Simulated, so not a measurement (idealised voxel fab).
The process module that follows is named voxel self aligned vias.
Section cut is 280 nm wide and gridded with 5 nm square cells.
How to read a cross-section here: the picture is a grid of square cells, written as bands going from the top down, and any band can span one or more rows of cells. Heads up on the band format: heights come first, top then bottom, in nm. After that it's the materials left to right, each with its width in nm. A single material flagged "throughout" fills the whole band edge to edge, and "blank" means there's empty space there. Height reference: 0 = level under which incoming wafer is all one material. Lowest band: no bottom, runs on downward, e.g. "0 down". Width: "30..40" (first number = top row, second number = bottom row, same change from row to row of cells). A step reported as "nothing altered" is a step in which no cell of the cross-section changed. Under "Voids, fully enclosed" you'll find the enclosed gaps, the ones with no way out to the top, that are 8 cells or bigger; each reads width x height at distance, with distance counted from the left edge, everything in nm. It should be noted that, on the line of a given step, the content following the step's settings is a remark produced by the simulator itself with respect to that step. "overlay nm" denotes, for a step that has a mask, the displacement of the mask to the right of its planned place, with negative values corresponding to the left.
## Steps in the process plan
1) op RECEIVE | material Si
2) op CONFORMAL_DEP | material SiO2 | thk nm 10
3) op CONFORMAL_DEP | material SiCN | thk nm 5
4) op DIRECTIONAL_DEP | material SiO2 | thk nm 25
5) op PATTERN | tone open | mask id LINES | material resist | width nm 25 | pitch nm 60 | thk nm 20 | overlay nm 0
6) op DIRECTIONAL_ETCH | etch materials SiO2 | depth nm 25
7) op STRIP | etch materials resist
8) op CONFORMAL_DEP | material TiN | thk nm 5
9) op FILL_DEP | material Ru | thk nm 10
10) op CMP | height nm 40
11) op SELECTIVE_ETCH | etch materials W Ru TiN | depth nm 10
12) op FILL_DEP | material SiN | thk nm 5
13) op CMP | height nm 40
14) op DIRECTIONAL_DEP | material SiO2 | thk nm 20
15) op MASKED_ETCH | tone open | mask id VIAS | width nm 35 | pitch nm 60 | etch materials SiO2 | depth nm 20 | overlay nm 0
16) op MASKED_ETCH | tone open | mask id VIAS | width nm 35 | pitch nm 60 | etch materials SiN | depth nm 10 | overlay nm 0
17) op CONFORMAL_DEP | material TiN | thk nm 5
18) op FILL_DEP | material Ru | thk nm 5
19) op CMP | height nm 60
20) op CONFORMAL_DEP | material SiCN | thk nm 5
## On the first of the two wafers: run conducted according to plan
## The cross-section here shows the wafer as received, i.e. in its state after step 1
  0 down = Si throughout
  Voids, fully enclosed: none
## Step 2 done - wafer cross-section
  10 to 0 = SiO2 throughout
  Beneath the level 0, the cross-section is identical to its previous state.
## Step 3 done - wafer cross-section
  15 to 10 = SiCN throughout
  Beneath the level 10, the cross-section is identical to its previous state.
## Step 4 done - wafer cross-section
  40 to 15 = SiO2 throughout
  Beneath the level 15, the cross-section is identical to its previous state.
## Step 5 done - wafer cross-section
  60 to 40 = resist (95) | blank (25) | resist (35) | blank (25) | resist (100)
  Beneath the level 40, the cross-section is identical to its previous state.
## Step 6 done - wafer cross-section
  60 to 40 = resist (95) | blank (25) | resist (35) | blank (25) | resist (100)
  40 to 15 = SiO2 (95) | blank (25) | SiO2 (35) | blank (25) | SiO2 (100)
  Beneath the level 15, the cross-section is identical to its previous state.
## Step 7 done - wafer cross-section
  40 to 15 = SiO2 (95) | blank (25) | SiO2 (35) | blank (25) | SiO2 (100)
  Beneath the level 15, the cross-section is identical to its previous state.
## Step 8 done - wafer cross-section
  45 to 40 = TiN (100) | blank (15) | TiN (45) | blank (15) | TiN (105)
  40 to 20 = SiO2 (95) | TiN (5) | blank (15) | TiN (5) | SiO2 (35) | TiN (5) | blank (15) | TiN (5) | SiO2 (100)
  20 to 15 = SiO2 (95) | TiN (25) | SiO2 (35) | TiN (25) | SiO2 (100)
  Beneath the level 15, the cross-section is identical to its previous state.
## Step 9 done - wafer cross-section
  55 to 45 = Ru throughout
  45 to 40 = TiN (100) | Ru (15) | TiN (45) | Ru (15) | TiN (105)
  40 to 20 = SiO2 (95) | TiN (5) | Ru (15) | TiN (5) | SiO2 (35) | TiN (5) | Ru (15) | TiN (5) | SiO2 (100)
  Beneath the level 20, the cross-section is identical to its previous state.
## Step 10 done - wafer cross-section
  40 to 20 = SiO2 (95) | TiN (5) | Ru (15) | TiN (5) | SiO2 (35) | TiN (5) | Ru (15) | TiN (5) | SiO2 (100)
  Beneath the level 20, the cross-section is identical to its previous state.
## Step 11 done - wafer cross-section
  40 to 30 = SiO2 (95) | blank (25) | SiO2 (35) | blank (25) | SiO2 (100)
  Beneath the level 30, the cross-section is identical to its previous state.
## Step 12 done - wafer cross-section
  45 to 40 = SiN throughout
  40 to 30 = SiO2 (95) | SiN (25) | SiO2 (35) | SiN (25) | SiO2 (100)
  Beneath the level 30, the cross-section is identical to its previous state.
## Step 13 done - wafer cross-section
  40 to 30 = SiO2 (95) | SiN (25) | SiO2 (35) | SiN (25) | SiO2 (100)
  Beneath the level 30, the cross-section is identical to its previous state.
## Step 14 done - wafer cross-section
  60 to 40 = SiO2 throughout
  Beneath the level 40, the cross-section is identical to its previous state.
## Step 15 done - wafer cross-section
  60 to 40 = SiO2 (90) | blank (35) | SiO2 (25) | blank (35) | SiO2 (95)
  Beneath the level 40, the cross-section is identical to its previous state.
## Step 16 done - wafer cross-section
  60 to 40 = SiO2 (90) | blank (35) | SiO2 (25) | blank (35) | SiO2 (95)
  40 to 30 = SiO2 (95) | blank (25) | SiO2 (35) | blank (25) | SiO2 (100)
  Beneath the level 30, the cross-section is identical to its previous state.
## Step 17 done - wafer cross-section
  65 to 60 = TiN (95) | blank (25) | TiN (35) | blank (25) | TiN (100)
  60 to 45 = SiO2 (90) | TiN (5) | blank (25) | TiN (5) | SiO2 (25) | TiN (5) | blank (25) | TiN (5) | SiO2 (95)
  45 to 35 = SiO2 (90..95) | TiN (10..5) | blank (15) | TiN (10..5) | SiO2 (25..35) | TiN (10..5) | blank (15) | TiN (10..5) | SiO2 (95..100)
  35 to 30 = SiO2 (95) | TiN (25) | SiO2 (35) | TiN (25) | SiO2 (100)
  Beneath the level 30, the cross-section is identical to its previous state.
## Step 18 done - wafer cross-section
  70 to 65 = Ru throughout
  65 to 60 = TiN (95) | Ru (25) | TiN (35) | Ru (25) | TiN (100)
  60 to 45 = SiO2 (90) | TiN (5) | Ru (25) | TiN (5) | SiO2 (25) | TiN (5) | Ru (25) | TiN (5) | SiO2 (95)
  45 to 35 = SiO2 (90..95) | TiN (10..5) | Ru (15) | TiN (10..5) | SiO2 (25..35) | TiN (10..5) | Ru (15) | TiN (10..5) | SiO2 (95..100)
  Beneath the level 35, the cross-section is identical to its previous state.
## Step 19 done - wafer cross-section
  60 to 45 = SiO2 (90) | TiN (5) | Ru (25) | TiN (5) | SiO2 (25) | TiN (5) | Ru (25) | TiN (5) | SiO2 (95)
  Beneath the level 45, the cross-section is identical to its previous state.
## Step 20 done - wafer cross-section
  65 to 60 = SiCN throughout
  Beneath the level 60, the cross-section is identical to its previous state.
## Regarding the second of the two wafers: it shared the first wafer's starting condition and process plan, yet one error occurred during its execution. Its history coincides with that of the first wafer up to and including step 1
## Cross-section of the second wafer when, according to plan, step 2 should have finished
  15 to 0 = SiO2 throughout
  Beneath the level 0, the cross-section is identical to its previous state.
## Cross-section of the second wafer when, according to plan, step 3 should have finished
  20 to 15 = SiCN throughout
  Beneath the level 15, the cross-section is identical to its previous state.
## Cross-section of the second wafer when, according to plan, step 4 should have finished
  45 to 20 = SiO2 throughout
  Beneath the level 20, the cross-section is identical to its previous state.
## Cross-section of the second wafer when, according to plan, step 5 should have finished
  65 to 45 = resist (95) | blank (25) | resist (35) | blank (25) | resist (100)
  Beneath the level 45, the cross-section is identical to its previous state.
## Cross-section of the second wafer when, according to plan, step 6 should have finished
  65 to 45 = resist (95) | blank (25) | resist (35) | blank (25) | resist (100)
  45 to 20 = SiO2 (95) | blank (25) | SiO2 (35) | blank (25) | SiO2 (100)
  Beneath the level 20, the cross-section is identical to its previous state.
## Cross-section of the second wafer when, according to plan, step 7 should have finished
  45 to 20 = SiO2 (95) | blank (25) | SiO2 (35) | blank (25) | SiO2 (100)
  Beneath the level 20, the cross-section is identical to its previous state.
## Cross-section of the second wafer when, according to plan, step 8 should have finished
  50 to 45 = TiN (100) | blank (15) | TiN (45) | blank (15) | TiN (105)
  45 to 25 = SiO2 (95) | TiN (5) | blank (15) | TiN (5) | SiO2 (35) | TiN (5) | blank (15) | TiN (5) | SiO2 (100)
  25 to 20 = SiO2 (95) | TiN (25) | SiO2 (35) | TiN (25) | SiO2 (100)
  Beneath the level 20, the cross-section is identical to its previous state.
## Cross-section of the second wafer when, according to plan, step 9 should have finished
  60 to 50 = Ru throughout
  50 to 45 = TiN (100) | Ru (15) | TiN (45) | Ru (15) | TiN (105)
  45 to 25 = SiO2 (95) | TiN (5) | Ru (15) | TiN (5) | SiO2 (35) | TiN (5) | Ru (15) | TiN (5) | SiO2 (100)
  Beneath the level 25, the cross-section is identical to its previous state.
## Cross-section of the second wafer when, according to plan, step 10 should have finished
  40 to 25 = SiO2 (95) | TiN (5) | Ru (15) | TiN (5) | SiO2 (35) | TiN (5) | Ru (15) | TiN (5) | SiO2 (100)
  Beneath the level 25, the cross-section is identical to its previous state.
## Cross-section of the second wafer when, according to plan, step 11 should have finished
  40 to 30 = SiO2 (95) | blank (25) | SiO2 (35) | blank (25) | SiO2 (100)
  Beneath the level 30, the cross-section is identical to its previous state.
## Cross-section of the second wafer when, according to plan, step 12 should have finished
  45 to 40 = SiN throughout
  40 to 30 = SiO2 (95) | SiN (25) | SiO2 (35) | SiN (25) | SiO2 (100)
  Beneath the level 30, the cross-section is identical to its previous state.
## Cross-section of the second wafer when, according to plan, step 13 should have finished
  40 to 30 = SiO2 (95) | SiN (25) | SiO2 (35) | SiN (25) | SiO2 (100)
  Beneath the level 30, the cross-section is identical to its previous state.
## Cross-section of the second wafer when, according to plan, step 14 should have finished
  60 to 40 = SiO2 throughout
  Beneath the level 40, the cross-section is identical to its previous state.
## Cross-section of the second wafer when, according to plan, step 15 should have finished
  60 to 40 = SiO2 (90) | blank (35) | SiO2 (25) | blank (35) | SiO2 (95)
  Beneath the level 40, the cross-section is identical to its previous state.
## Cross-section of the second wafer when, according to plan, step 16 should have finished
  60 to 40 = SiO2 (90) | blank (35) | SiO2 (25) | blank (35) | SiO2 (95)
  40 to 30 = SiO2 (95) | blank (25) | SiO2 (35) | blank (25) | SiO2 (100)
  Beneath the level 30, the cross-section is identical to its previous state.
## Cross-section of the second wafer when, according to plan, step 17 should have finished
  65 to 60 = TiN (95) | blank (25) | TiN (35) | blank (25) | TiN (100)
  60 to 45 = SiO2 (90) | TiN (5) | blank (25) | TiN (5) | SiO2 (25) | TiN (5) | blank (25) | TiN (5) | SiO2 (95)
  45 to 35 = SiO2 (90..95) | TiN (10..5) | blank (15) | TiN (10..5) | SiO2 (25..35) | TiN (10..5) | blank (15) | TiN (10..5) | SiO2 (95..100)
  35 to 30 = SiO2 (95) | TiN (25) | SiO2 (35) | TiN (25) | SiO2 (100)
  Beneath the level 30, the cross-section is identical to its previous state.
## Cross-section of the second wafer when, according to plan, step 18 should have finished
  70 to 65 = Ru throughout
  65 to 60 = TiN (95) | Ru (25) | TiN (35) | Ru (25) | TiN (100)
  60 to 45 = SiO2 (90) | TiN (5) | Ru (25) | TiN (5) | SiO2 (25) | TiN (5) | Ru (25) | TiN (5) | SiO2 (95)
  45 to 35 = SiO2 (90..95) | TiN (10..5) | Ru (15) | TiN (10..5) | SiO2 (25..35) | TiN (10..5) | Ru (15) | TiN (10..5) | SiO2 (95..100)
  Beneath the level 35, the cross-section is identical to its previous state.
## Cross-section of the second wafer when, according to plan, step 19 should have finished
  60 to 45 = SiO2 (90) | TiN (5) | Ru (25) | TiN (5) | SiO2 (25) | TiN (5) | Ru (25) | TiN (5) | SiO2 (95)
  Beneath the level 45, the cross-section is identical to its previous state.
## Cross-section of the second wafer when, according to plan, step 20 should have finished
  65 to 60 = SiCN throughout
  Beneath the level 60, the cross-section is identical to its previous state.
What was the processing mistake? step 2 went in with a setting other than planned; the actual run was op CONFORMAL_DEP | material SiO2 | thk nm 15
Upon completion, the second wafer contains, in terms of cells, a greater or smaller amount of certain materials than the first wafer: Ru -6; SiO2 +10; TiN -4
